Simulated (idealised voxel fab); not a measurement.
This is a process module. Its name is voxel gate over fins.
cross-section cut | 260 nm wide | cells 5 nm
A cross-section in this document is a grid of square cells, and it is written down as bands, the top band listed before the ones below it; a band is made up of one or more rows of cells. Read a band's entry like this: the first values are the height of its top and the height of its bottom in nm, and what follows is the sequence of materials from left to right, each with its width in nm. Note that "empty" is empty space, and that a single material marked "everywhere" reaches across the band from edge to edge. Counting heights begins at 0, where everything beneath is, in the wafer as received, one material. The lowest band has no bottom; it goes on downwards, as "0 nm and below" shows. Width spec "30 to 40" -> top row of cells at first value, bottom row at second value, equal per-row change in between. No cell of the cross-section changed in a step that is given as "remained the same". Look at "Completely enclosed voids" for the closed voids: empty spaces with no open path to the top, sized 8 cells or up. Each is width x height at distance, distance from the left edge, all nm. On a step's line, text after the settings is the simulator commenting on that step. What "overlay nm" on a step's line means: if the step has a mask, that mask lay this far to the right of its planned place, or, when the value is negative, to the left.

**Intended process steps**
1 RECEIVE, material Si
2 CONFORMAL_DEP, material SiN, thk nm 10
3 DIRECTIONAL_DEP, material aC, thk nm 10
4 PATTERN, tone cover, mask id FINS, material resist, width nm 15, pitch nm 40, thk nm 30, overlay nm 0
5 DIRECTIONAL_ETCH, etch materials aC, depth nm 10
6 STRIP, etch materials resist
7 DIRECTIONAL_ETCH, etch materials SiN, depth nm 10
8 DIRECTIONAL_ETCH, etch materials Si, depth nm 30
9 STRIP, etch materials aC
10 FILL_DEP, material SiO2, thk nm 5
11 CMP, height nm 10
12 SELECTIVE_ETCH, etch materials SiO2, depth nm 25
13 STRIP, etch materials SiN
14 CONFORMAL_DEP, material HfO2, thk nm 5
15 CONFORMAL_DEP, material TiN, thk nm 5
16 CONFORMAL_DEP, material TiAl, thk nm 5
17 CONFORMAL_DEP, material TiN, thk nm 5
18 FILL_DEP, material W, thk nm 10
19 CMP, height nm 25
20 CONFORMAL_DEP, material SiCN, thk nm 10

**Wafer cross-section on receipt, i.e. after step 1**
> 0 nm and below | Si everywhere
> Completely enclosed voids: none

**Cross-section, end of module. Start: as above. Plan: as above. Execution: one mistake**
> 35 nm to 25 nm | SiCN everywhere
> 25 nm to 20 nm | W everywhere
> 20 nm to 15 nm | W 80 nm; TiN 95 nm; W 85 nm
> 15 nm to 10 nm | TiN 85 nm; TiAl 85 nm; TiN 90 nm
> 10 nm to 5 nm | TiAl 90 nm; TiN 35 nm; TiAl 5 nm; TiN 35 nm; TiAl 95 nm
> 5 nm to 0 nm | TiN 95 nm; HfO2 25 nm; TiN 15 nm; HfO2 25 nm; TiN 100 nm
> 0 nm to -5 nm | HfO2 100 nm; Si 15 nm; HfO2 25 nm; Si 15 nm; HfO2 105 nm
> -5 nm to -30 nm | SiO2 100 nm; Si 15 nm; SiO2 25 nm; Si 15 nm; SiO2 105 nm
> -30 nm and below | Si everywhere
> Completely enclosed voids: none
Want to know what went wrong? rather than as planned, step 12 actually ran as SELECTIVE_ETCH, etch materials SiO2, depth nm 15
